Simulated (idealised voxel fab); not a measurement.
The following is a process module called voxel ribs on slabs.
Section shown: cut. Width: 160 nm. Cell size: 5 nm, square.
Cross-section spec: square-cell grid; bands listed top down; each band is one or more rows.
In this notation a band is specified by the heights of its top and bottom, in that order and in nm, after which its materials appear from left to right, each paired with its width in nm. The word "edge to edge" attached to a single material means that material fills the band from edge to edge; the word "blank" stands for empty space.
Measure heights from 0. That's the level where, below it, the as-received wafer is all one material. The lowest band is bottomless and extends downward; write it as in "z 0 and below".
Per-row width for "30..40": begins at first number (top row of band), ends at second number (bottom row), increment between rows held constant.
"everything unchanged", as given for a step, is the statement that not any cell of the cross-section underwent a change during that step.
In "Sealed internal cavities" the enclosed voids are listed, meaning empty spaces of 8 cells or larger without any opening to the top. The form is width x height at distance, distance from the left edge, units nm.
Post-settings text on a step line: simulator's own remark regarding the step.
On any step carrying a mask, the "overlay nm" setting, if present on the step's line, tells how far right of its planned place the mask lay; negative values point to the left.

**Steps in the process plan**
step 1: RECEIVE,material Si
step 2: DIRECTIONAL_DEP,material SiO2,thk nm 20
step 3: DIRECTIONAL_DEP,material SiN,thk nm 20
step 4: MASKED_ETCH,tone cover,mask id RIB,width nm 25,etch materials SiN,depth nm 10,overlay nm 0
step 5: PATTERN,tone cover,mask id SLAB,material resist,width nm 65,thk nm 20,overlay nm 0
step 6: DIRECTIONAL_ETCH,etch materials SiN,depth nm 10
step 7: STRIP,etch materials resist
step 8: FILL_DEP,material SiO2,thk nm 20
step 9: CMP,height nm 50
step 10: DIRECTIONAL_DEP,material TiN,thk nm 10
step 11: MASKED_ETCH,tone cover,mask id HEATER,width nm 35,etch materials TiN,depth nm 10,overlay nm 0
step 12: CONFORMAL_DEP,material SiN,thk nm 5

**Cross-section: wafer on arrival = after step 1**
z 0 and below: Si edge to edge
Sealed internal cavities: none

**The first of two wafers, cross-sectioned at the end of the module, with the run proceeding as planned**
z 65 to 60: blank 55  SiN 45  blank 60
z 60 to 55: blank 55  SiN 5  TiN 35  SiN 5  blank 60
z 55 to 50: SiN 60  TiN 35  SiN 65
z 50 to 40: SiO2 edge to edge
z 40 to 30: SiO2 65  SiN 25  SiO2 70
z 30 to 20: SiO2 45  SiN 65  SiO2 50
z 20 to 0: SiO2 edge to edge
z 0 and below: Si edge to edge
Sealed internal cavities: none

**This is the second of the two wafers, cross-sectioned at the end of the module; it started exactly like the first and was given the same plan, but it was run with one mistake**
z 65 to 60: blank 55  SiN 45  blank 60
z 60 to 55: blank 55  SiN 5  TiN 35  SiN 5  blank 60
z 55 to 50: SiN 60  TiN 35  SiN 65
z 50 to 40: SiO2 edge to edge
z 40 to 25: SiO2 65  SiN 25  SiO2 70
z 25 to 20: SiO2 45  SiN 65  SiO2 50
z 20 to 0: SiO2 edge to edge
z 0 and below: Si edge to edge
Sealed internal cavities: none
What went wrong in running the wafer? rather than as planned, step 4 actually ran as MASKED_ETCH,tone cover,mask id RIB,width nm 25,etch materials SiN,depth nm 15,overlay nm 0
Once processing is complete, comparing cell counts shows that the second wafer has more or fewer of certain materials than the first: 8 fewer of SiN, 8 more of SiO2
